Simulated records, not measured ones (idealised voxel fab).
process module | voxel ribs on slabs
cross-section cut | 275 nm wide | cells 5 nm
A cross-section is a grid of square cells, given in bands from the top down. A band is one or more rows of cells.
Each band's line starts with the height of the band's top and of its bottom, in nm. Then come its materials from left to right, each with its width in nm. One material with "throughout" fills the band from edge to edge. "air" is empty space.
Height 0 is the level under which the wafer as received is all one material. The lowest band goes on downwards, as in "0 down".
A width such as "30 to 40" changes by the same amount from each row of cells to the next, from the band's top row to its bottom row.
"no change" after a step means that no cell of the cross-section changed.
closed voids: empty space of 8 cells or more with no open way to the top, each as width x height at its distance from the left edge, in nm
after a step's settings: what the simulator itself notes on the step
overlay nm, on a step with a mask: how far to the right of its planned place the mask lay; to the left if negative
plan
1 op RECEIVE | material Si
2 op DIRECTIONAL_DEP | material SiO2 | thk nm 30
3 op DIRECTIONAL_DEP | material SiN | thk nm 25
4 op PATTERN | tone cover | mask id RIB | material resist | width nm 30 | thk nm 20 | overlay nm 0
5 op DIRECTIONAL_ETCH | etch materials SiN | depth nm 10
6 op STRIP | etch materials resist
7 op DIRECTIONAL_DEP | material aC | thk nm 10
8 op PATTERN | tone cover | mask id SLAB | material resist | width nm 60 | thk nm 30 | overlay nm 0
9 op DIRECTIONAL_ETCH | etch materials aC | depth nm 10
10 op STRIP | etch materials resist
11 op DIRECTIONAL_ETCH | etch materials SiN | depth nm 15
12 op STRIP | etch materials aC
13 op FILL_DEP | material SiO2 | thk nm 20
14 op CMP | height nm 70
15 op DIRECTIONAL_DEP | material TiN | thk nm 10
16 op DIRECTIONAL_DEP | material aC | thk nm 15
17 op PATTERN | tone cover | mask id HEATER | material resist | width nm 40 | thk nm 35 | overlay nm 0
18 op DIRECTIONAL_ETCH | etch materials aC | depth nm 15
19 op STRIP | etch materials resist
20 op DIRECTIONAL_ETCH | etch materials TiN | depth nm 10
21 op STRIP | etch materials aC
22 op CONFORMAL_DEP | material SiO2 | thk nm 5
as received, after step 1
  0 down: Si throughout
  closed voids: none
a wafer at the end: this start, this plan, one mistake
  85 to 80: air 110 | SiO2 50 | air 115
  80 to 75: air 110 | SiO2 5 | TiN 40 | SiO2 5 | air 115
  75 to 70: SiO2 115 | TiN 40 | SiO2 120
  70 to 25: SiO2 throughout
  25 to 0: SiN throughout
  0 down: Si throughout
  closed voids: none
what went wrong: steps 2 and 3 were swapped
